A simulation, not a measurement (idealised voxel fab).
The name of this process module is voxel ribs on slabs.
The figure presents cross-section cut, which has a width of 235 nm and is divided into square cells with an edge length of 5 nm.
Heads up, the way a cross-section reads in here is a grid of square cells, handed over as bands from the top down, with every band being one or more rows of cells. Band: top and bottom heights (nm) first, top before bottom; then materials from left to right, widths in nm. "edge to edge" marks a sole material filling the band edge to edge. "blank" denotes empty space. Below 0: as-received wafer, all one material; heights counted from there. Lowest band: no bottom, goes on down, written "0..down". A width such as "30 to 40" changes by the same amount from each row of cells to the next, from the band's top row to its bottom row. Where the words "nothing got changed" appear for a step, the cross-section shows no cell changed by that step; every cell remained as before. Any empty space of 8 cells or more lacking an open way to the top shows up in "Cavities, sealed" as width x height at distance, distance from the left edge, in nm. Step line, after settings: the simulator's comment on this step. overlay nm, on a step with a mask: how far to the right of its planned place the mask lay; to the left if negative.

**Process steps foreseen in the plan**
1: RECEIVE, material Si
2: DIRECTIONAL_DEP, material SiO2, thk nm 25
3: DIRECTIONAL_DEP, material polySi, thk nm 20
4: MASKED_ETCH, tone cover, mask id RIB, width nm 20, etch materials polySi, depth nm 5, overlay nm 0
5: MASKED_ETCH, tone cover, mask id SLAB, width nm 70, etch materials polySi, depth nm 15, overlay nm 0
6: FILL_DEP, material SiO2, thk nm 25
7: CMP, height nm 65
8: DIRECTIONAL_DEP, material TiN, thk nm 5
9: PATTERN, tone cover, mask id HEATER, material resist, width nm 30, thk nm 20, overlay nm 0
10: DIRECTIONAL_ETCH, etch materials TiN, depth nm 5
11: STRIP, etch materials resist
12: CONFORMAL_DEP, material SiO2, thk nm 5

**First out of two wafers; run went to plan**

**Wafer at receipt (post step 1), cross-section**
> 0..down: Si edge to edge
> Cavities, sealed: none

**Cross-section of the wafer after step 2**
> 25..0: SiO2 edge to edge
> Below 0, no change.

**Cross-section of the wafer after step 3**
> 45..25: polySi edge to edge
> Below 25, no change.

**Cross-section of the wafer after step 4**
> 45..40: blank=105  polySi=20  blank=110
> Below 40, no change.

**Cross-section of the wafer after step 5**
> 45..40: blank=105  polySi=20  blank=110
> 40..25: blank=80  polySi=70  blank=85
> Below 25, no change.

**Cross-section of the wafer after step 6**
> 70..45: SiO2 edge to edge
> 45..40: SiO2=105  polySi=20  SiO2=110
> 40..25: SiO2=80  polySi=70  SiO2=85
> Below 25, no change.

**Cross-section of the wafer after step 7**
> 65..45: SiO2 edge to edge
> Below 45, no change.

**Cross-section of the wafer after step 8**
> 70..65: TiN edge to edge
> Below 65, no change.

**Cross-section of the wafer after step 9**
> 90..70: blank=100  resist=30  blank=105
> Below 70, no change.

**Cross-section of the wafer after step 10**
> 90..70: blank=100  resist=30  blank=105
> 70..65: blank=100  TiN=30  blank=105
> Below 65, no change.

**Cross-section of the wafer after step 11**
> 70..65: blank=100  TiN=30  blank=105
> Below 65, no change.

**Cross-section of the wafer after step 12**
> 75..70: blank=95  SiO2=40  blank=100
> 70..65: SiO2=100  TiN=30  SiO2=105
> Below 65, no change.

**Wafer two of the pair: same origin, same plan, one error during the run; identical to wafer one up to and including step 2**

**Second wafer, section view, time point: scheduled end of step 3**
> 40..25: polySi edge to edge
> Below 25, no change.

**Second wafer, section view, time point: scheduled end of step 4**
> 40..35: blank=105  polySi=20  blank=110
> Below 35, no change.

**Second wafer, section view, time point: scheduled end of step 5**
> 40..35: blank=105  polySi=20  blank=110
> 35..25: blank=80  polySi=70  blank=85
> Below 25, no change.

**Second wafer, section view, time point: scheduled end of step 6**
> 65..40: SiO2 edge to edge
> 40..35: SiO2=105  polySi=20  SiO2=110
> 35..25: SiO2=80  polySi=70  SiO2=85
> Below 25, no change.

Second wafer, section view, time point: scheduled end of step 7: nothing got changed

**Second wafer, section view, time point: scheduled end of step 8**
> 70..65: TiN edge to edge
> Below 65, no change.

**Second wafer, section view, time point: scheduled end of step 9**
> 90..70: blank=100  resist=30  blank=105
> Below 70, no change.

**Second wafer, section view, time point: scheduled end of step 10**
> 90..70: blank=100  resist=30  blank=105
> 70..65: blank=100  TiN=30  blank=105
> Below 65, no change.

**Second wafer, section view, time point: scheduled end of step 11**
> 70..65: blank=100  TiN=30  blank=105
> Below 65, no change.

**Second wafer, section view, time point: scheduled end of step 12**
> 75..70: blank=95  SiO2=40  blank=100
> 70..65: SiO2=100  TiN=30  SiO2=105
> Below 65, no change.
The mistake made against the process plan was this: step 3 went in with a setting other than planned; the actual run was DIRECTIONAL_DEP, material polySi, thk nm 15
The closing comparison, in cells, has the second wafer with more or fewer of some materials than the first: SiO2: 14 more; polySi: 14 fewer
